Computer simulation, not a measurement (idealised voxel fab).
Name of the process module below: voxel tone inversion
Cross-section cut spans 245 nm and uses square cells 5 nm in size.
Each cross-section below is a grid of square cells, stated as bands in top-down order, with one or more rows of cells making up each band. In this notation a band is specified by the heights of its top and bottom, in that order and in nm, after which its materials appear from left to right, each paired with its width in nm. The word "throughout" attached to a single material means that material fills the band from edge to edge; the word "empty" stands for empty space. Heights are expressed relative to 0, this being the level below which the as-received wafer comprises one material exclusively. The lowest band is unbounded in the downward direction and is denoted as in "0 nm and below". Top row gets the first number, bottom row gets the second, and each row in between changes by the same step: that is how a band width like "30->40" works. "changes: none" after a step means that no cell of the cross-section changed. For the entry "Trapped voids", the listed items are empty spaces with no open way to the top whose size is 8 cells or more; each item follows the pattern width x height at distance, where distance is from the left edge and all three are in nm. If you see something after the settings on a step's line, that's the simulator's own remark about that step. Each step line may optionally specify "overlay nm", which for a step with a mask gives the rightward distance between the mask's planned place and where it lay, a negative value indicating the leftward direction.
So here's the lineup of process steps we planned:
1,RECEIVE, material Si
2,CONFORMAL_DEP, material SiN, thk nm 10
3,DIRECTIONAL_DEP, material polySi, thk nm 5
4,PATTERN, tone cover, mask id POSTS, material resist, width nm 20, pitch nm 45, thk nm 20, overlay nm 0
5,DIRECTIONAL_ETCH, etch materials polySi, depth nm 15
6,STRIP, etch materials resist
7,FILL_DEP, material SiO2, thk nm 10
8,CMP, height nm 25
9,STRIP, etch materials polySi
10,CONFORMAL_DEP, material TiN, thk nm 5
11,FILL_DEP, material Cu, thk nm 5
12,CMP, height nm 25
13,CONFORMAL_DEP, material SiCN, thk nm 5
The wafers are alike at the start. At step 3, their thk nm differs. The plan lists the first wafer's value.
Incoming state of the first of several wafers in cross-section: after step 1:
  0 nm and below | Si throughout
  Trapped voids: none
Every row in this table is a wafer at the end of the module, and it gives, for each of the materials, the cells that wafer has gained (+) or lost (-) since it was received, then its closed voids:
thk nm 5 | +49 SiCN | +98 SiN | +135 SiO2 | +12 polySi | Trapped voids: none
thk nm 10 | +49 SiCN | +98 SiN | +123 SiO2 | +24 polySi | Trapped voids: none
thk nm 15 | +12 Cu | +49 SiCN | +98 SiN | +111 SiO2 | +24 TiN | Trapped voids: none
